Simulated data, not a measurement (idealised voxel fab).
Title: Process Module voxel local oxidation
cross-section cut | 170 nm wide | cells 5 nm
A cross-section is written here as square cells arranged in a grid, and it is given in bands from the top down, each band taking up one or more rows of cells. What a band's entry tells you: where the top is and where the bottom is, as heights in nm, and after that what lies inside, material by material from left to right, each with its width in nm. Empty space is written as the word "empty", and a single material marked with the word "edge to edge" occupies the band from edge to edge. All heights in this document are referenced to 0, defined as the level beneath which the wafer, as received, consists entirely of one material. The lowest band is not bounded below; it extends indefinitely downward and is written in the form "0 -> down". Width: "30..40" (first number = top row, second number = bottom row, same change from row to row of cells). Take "nothing changed" at face value: in the step it is given for, the cross-section changed in none of its cells. For the entry "Closed void listing", the listed items are empty spaces with no open way to the top whose size is 8 cells or more; each item follows the pattern width x height at distance, where distance is from the left edge and all three are in nm. Anything after a step's settings on that line? It's the simulator's own note about the step. overlay nm: step with mask; distance mask lay right of planned place; negative value = left of planned place.

BELOW IS THE LIST OF PLANNED PROCESS STEPS
1 RECEIVE: material Si
2 OXIDIZE: depth nm 5
3 CONFORMAL_DEP: material SiN, thk nm 10
4 MASKED_ETCH: tone cover, mask id ACTIVE, width nm 100, etch materials SiN, depth nm 10, overlay nm 0
5 SELECTIVE_ETCH: etch materials SiO2, depth nm 5
6 OXIDIZE: depth nm 10
7 STRIP: etch materials SiN

FIRST OF TWO WAFERS, WITH THE RUN CARRIED OUT AS PLANNED

CROSS-SECTION OF THE WAFER AT RECEIPT, WHICH IS THE CONDITION AFTER STEP 1
- 0 -> down | Si edge to edge
- Closed void listing: none

STATE OF THE WAFER AFTER STEP 2, SHOWN IN CROSS-SECTION
- 0 -> -5 | SiO2 edge to edge
- At heights below -5, the structure remains unaltered.

STATE OF THE WAFER AFTER STEP 3, SHOWN IN CROSS-SECTION
- 10 -> 0 | SiN edge to edge
- At heights below 0, the structure remains unaltered.

STATE OF THE WAFER AFTER STEP 4, SHOWN IN CROSS-SECTION
- 10 -> 0 | empty (35), then SiN (100), then empty (35)
- At heights below 0, the structure remains unaltered.

STATE OF THE WAFER AFTER STEP 5, SHOWN IN CROSS-SECTION
- 10 -> 0 | empty (35), then SiN (100), then empty (35)
- 0 -> -5 | empty (40), then SiO2 (90), then empty (40)
- At heights below -5, the structure remains unaltered.

STATE OF THE WAFER AFTER STEP 6, SHOWN IN CROSS-SECTION
- 10 -> 0 | empty (35), then SiN (100), then empty (35)
- 0 -> -5 | empty (40), then SiO2 (90), then empty (40)
- -5 -> -15 | SiO2 (50), then Si (70), then SiO2 (50)
- At heights below -15, the structure remains unaltered.

STATE OF THE WAFER AFTER STEP 7, SHOWN IN CROSS-SECTION
- 0 -> -5 | empty (40), then SiO2 (90), then empty (40)
- At heights below -5, the structure remains unaltered.

OKAY, SECOND WAFER. NOTHING DIFFERENT AT THE START, NOTHING DIFFERENT IN THE PLAN, JUST ONE MISTAKE SOMEWHERE IN THE RUNNING. AS FAR AS STEP 3, COUNTING THAT STEP, IT'S THE FIRST WAFER ALL OVER AGAIN

SECOND WAFER CROSS-SECTION, TAKEN AS OF THE TIME THE PLAN SETS FOR STEP 4 TO BE DONE
- 10 -> 0 | SiN (35), then empty (100), then SiN (35)
- At heights below 0, the structure remains unaltered.

SECOND WAFER CROSS-SECTION, TAKEN AS OF THE TIME THE PLAN SETS FOR STEP 5 TO BE DONE
- 10 -> 0 | SiN (35), then empty (100), then SiN (35)
- 0 -> -5 | SiO2 (30), then empty (110), then SiO2 (30)
- At heights below -5, the structure remains unaltered.

SECOND WAFER CROSS-SECTION, TAKEN AS OF THE TIME THE PLAN SETS FOR STEP 6 TO BE DONE
- 10 -> 0 | SiN (35), then empty (100), then SiN (35)
- 0 -> -5 | SiO2 (30), then empty (110), then SiO2 (30)
- -5 -> -15 | Si (20), then SiO2 (130), then Si (20)
- At heights below -15, the structure remains unaltered.

SECOND WAFER CROSS-SECTION, TAKEN AS OF THE TIME THE PLAN SETS FOR STEP 7 TO BE DONE
- 0 -> -5 | SiO2 (30), then empty (110), then SiO2 (30)
- At heights below -5, the structure remains unaltered.
The mistake made against the process plan was this: step 4 was not run as planned; what actually ran was MASKED_ETCH: tone open, mask id ACTIVE, width nm 100, etch materials SiN, depth nm 10, overlay nm 0
Upon completion, the second wafer contains, in terms of cells, a greater or smaller amount of certain materials than the first wafer: -12 Si | +6 SiO2
